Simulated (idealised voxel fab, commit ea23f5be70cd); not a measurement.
This is a process module. Its name is voxel ribs on slabs.
Section cut is 220 nm wide and gridded with 5 nm square cells.
Throughout this document, each cross-section is represented as a grid of square cells and is presented as a sequence of bands enumerated from the top downward, where a band comprises one or more rows of cells. Within each band entry, the heights of the top and of the bottom of the band appear first, in that order and in nm; the materials of the band then follow from left to right, each with its corresponding width in nm. The designation "throughout" on a single material indicates that it fills the band from edge to edge; the designation "air" indicates empty space. Height is counted from the level 0, under which the received wafer is composed throughout of one material. The lowest of the bands is not closed at the bottom but continues downward, in the notation "0 and below". The expression "30 to 40" gives the width at the extremes of the band, the first number at its top row of cells and the second at its bottom row, with the width changing by equal amounts from each row to the next in between. Key: "no modification" - step with no changed cell in the cross-section. Each empty space that has no open way to the top and spans at least 8 cells appears under "Closed void list" as width x height at distance, the distance counted from the left edge, all in nm. What comes after the settings on a step's line is commentary from the simulator itself on that step. Each step line may optionally specify "overlay nm", which for a step with a mask gives the rightward distance between the mask's planned place and where it lay, a negative value indicating the leftward direction.
**The planned process steps are enumerated hereunder**
1,RECEIVE,material Si
2,DIRECTIONAL_DEP,material SiO2,thk nm 20
3,DIRECTIONAL_DEP,material polySi,thk nm 25
4,MASKED_ETCH,tone cover,mask id RIB,width nm 20,etch materials polySi,depth nm 15,overlay nm 0
5,PATTERN,tone cover,mask id SLAB,material resist,width nm 50,thk nm 20,overlay nm 0
6,DIRECTIONAL_ETCH,etch materials polySi,depth nm 10
7,STRIP,etch materials resist
8,FILL_DEP,material SiO2,thk nm 20
9,CMP,height nm 60
10,DIRECTIONAL_DEP,material W,thk nm 5
11,PATTERN,tone cover,mask id HEATER,material resist,width nm 30,thk nm 20,overlay nm 0
12,DIRECTIONAL_ETCH,etch materials W,depth nm 5
13,STRIP,etch materials resist
14,CONFORMAL_DEP,material SiN,thk nm 5
**Shown in cross-section is the wafer as received, that is, as it stands after step 1**
* 0 and below = Si throughout
* Closed void list: none
**First of two wafers, end-of-module section, run followed plan**
* 70 down to 65 = 90 of air  40 of SiN  90 of air
* 65 down to 60 = 95 of SiN  30 of W  95 of SiN
* 60 down to 45 = SiO2 throughout
* 45 down to 30 = 100 of SiO2  20 of polySi  100 of SiO2
* 30 down to 20 = 85 of SiO2  50 of polySi  85 of SiO2
* 20 down to 0 = SiO2 throughout
* 0 and below = Si throughout
* Closed void list: none
**Cross-section, second wafer: same start as the first, same plan as the first, one mistake in running it; taken at the end of the module**
* 70 down to 65 = 90 of air  40 of SiN  90 of air
* 65 down to 60 = 95 of SiN  30 of W  95 of SiN
* 60 down to 25 = SiO2 throughout
* 25 down to 0 = polySi throughout
* 0 and below = Si throughout
* Closed void list: none
Deviation noted in wafer processing: a sequencing error occurred in which plan steps 2 and 3 were transposed
Heads up, by the end the second wafer has more or fewer cells of some materials compared to the first: SiO2 -188, polySi +188
